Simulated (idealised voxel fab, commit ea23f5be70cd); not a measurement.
This section sets out a process module, namely voxel spacer lines.
This is section cut - it's 265 nm across, gridded in 5 nm square cells.
Cross-section, as written here: a square-cell grid given band by band from the top down, where a band holds one or more rows of cells. Top, bottom (nm), then materials left to right with widths (nm); lone material tagged "full width" fills the whole band edge to edge; "air" = empty space. Heights are measured from 0, the level below which the as-received wafer is all one material; the lowest band has no bottom and continues downward, written as in "0..down". A width such as "30 to 40" changes by the same amount from each row of cells to the next, from the band's top row to its bottom row. "nothing got changed" (step): cross-section cells unchanged, all of them. "Enclosed void list": sealed empty spaces, 8 cells or more, no open way to top, listed width x height at distance, with distance from the left edge and width, height and distance in nm. That trailing text on a step's line, after the settings, is the simulator's own remark on the step. If you see "overlay nm" on a step's line and that step has a mask, it's telling you how far right of where it was planned the mask ended up; a negative number means it went left instead.
# Below is the list of planned process steps
| 1 | RECEIVE,material Si |
| 2 | CONFORMAL_DEP,material Al2O3,thk nm 10 |
| 3 | DIRECTIONAL_DEP,material SiN,thk nm 10 |
| 4 | DIRECTIONAL_DEP,material aC,thk nm 30 |
| 5 | PATTERN,tone cover,mask id MANDREL,material resist,width nm 25,pitch nm 80,thk nm 35,overlay nm 0 |
| 6 | DIRECTIONAL_ETCH,etch materials aC,depth nm 30 |
| 7 | STRIP,etch materials resist |
| 8 | CONFORMAL_DEP,material SiO2,thk nm 15 |
| 9 | DIRECTIONAL_ETCH,etch materials SiO2,depth nm 15 |
| 10 | STRIP,etch materials aC |
| 11 | DIRECTIONAL_ETCH,etch materials SiN,depth nm 10 |
| 12 | STRIP,etch materials SiO2 |
| 13 | FILL_DEP,material lowk,thk nm 10 |
| 14 | CMP,height nm 20 |
# Cross-section, incoming material, after step 1
> 0..down | Si full width
> Enclosed void list: none
# Look at the cross-section after the module: the wafer started out the way shown above and the plan was the one shown above, yet one mistake was made along the way
> 20..10 | lowk: 30 / SiN: 15 / lowk: 20 / SiN: 15 / lowk: 30 / SiN: 15 / lowk: 20 / SiN: 15 / lowk: 30 / SiN: 15 / lowk: 20 / SiN: 15 / lowk: 25
> 10..0 | Al2O3 full width
> 0..down | Si full width
> Enclosed void list: none
What broke from the plan during processing? step 5 changed vs plan, executed as PATTERN,tone cover,mask id MANDREL,material resist,width nm 20,pitch nm 80,thk nm 35,overlay nm 0
